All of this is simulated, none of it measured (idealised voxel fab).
process module | voxel ribs on slabs
cross-section cut | 235 nm wide | cells 5 nm
A cross-section is a grid of square cells, given in bands from the top down. A band is one or more rows of cells.
Each band's line starts with the height of the band's top and of its bottom, in nm. Then come its materials from left to right, each with its width in nm. One material with "throughout" fills the band from edge to edge. "air" is empty space.
Height 0 is the level under which the wafer as received is all one material. The lowest band goes on downwards, as in "0 down".
A width such as "30 to 40" changes by the same amount from each row of cells to the next, from the band's top row to its bottom row.
"no change" after a step means that no cell of the cross-section changed.
closed voids: empty space of 8 cells or more with no open way to the top, each as width x height at its distance from the left edge, in nm
after a step's settings: what the simulator itself notes on the step
overlay nm, on a step with a mask: how far to the right of its planned place the mask lay; to the left if negative
plan
1 op RECEIVE | material Si
2 op DIRECTIONAL_DEP | material SiO2 | thk nm 30
3 op DIRECTIONAL_DEP | material polySi | thk nm 15
4 op MASKED_ETCH | tone cover | mask id RIB | width nm 30 | etch materials polySi | depth nm 10 | overlay nm 0
5 op PATTERN | tone cover | mask id SLAB | material resist | width nm 90 | thk nm 15 | overlay nm 0
6 op DIRECTIONAL_ETCH | etch materials polySi | depth nm 5
7 op STRIP | etch materials resist
8 op FILL_DEP | material SiO2 | thk nm 15
9 op CMP | height nm 55
10 op DIRECTIONAL_DEP | material TiN | thk nm 5
11 op DIRECTIONAL_DEP | material aC | thk nm 10
12 op PATTERN | tone cover | mask id HEATER | material resist | width nm 40 | thk nm 25 | overlay nm 0
13 op DIRECTIONAL_ETCH | etch materials aC | depth nm 10
14 op STRIP | etch materials resist
15 op DIRECTIONAL_ETCH | etch materials TiN | depth nm 5
16 op STRIP | etch materials aC
17 op CONFORMAL_DEP | material SiN | thk nm 10
as received, after step 1
  0 down: Si throughout
  closed voids: none
a wafer at the end: this start, this plan, one mistake
  70 to 65: air 85 | SiN 60 | air 90
  65 to 60: SiN throughout
  60 to 55: SiN 95 | TiN 40 | SiN 100
  55 to 45: SiO2 throughout
  45 to 35: SiO2 90 | polySi 30 | SiO2 115
  35 to 30: SiO2 70 | polySi 90 | SiO2 75
  30 to 0: SiO2 throughout
  0 down: Si throughout
  closed voids: none
what went wrong: step 4 ran as: op MASKED_ETCH | tone cover | mask id RIB | width nm 30 | etch materials polySi | depth nm 10 | overlay nm -10
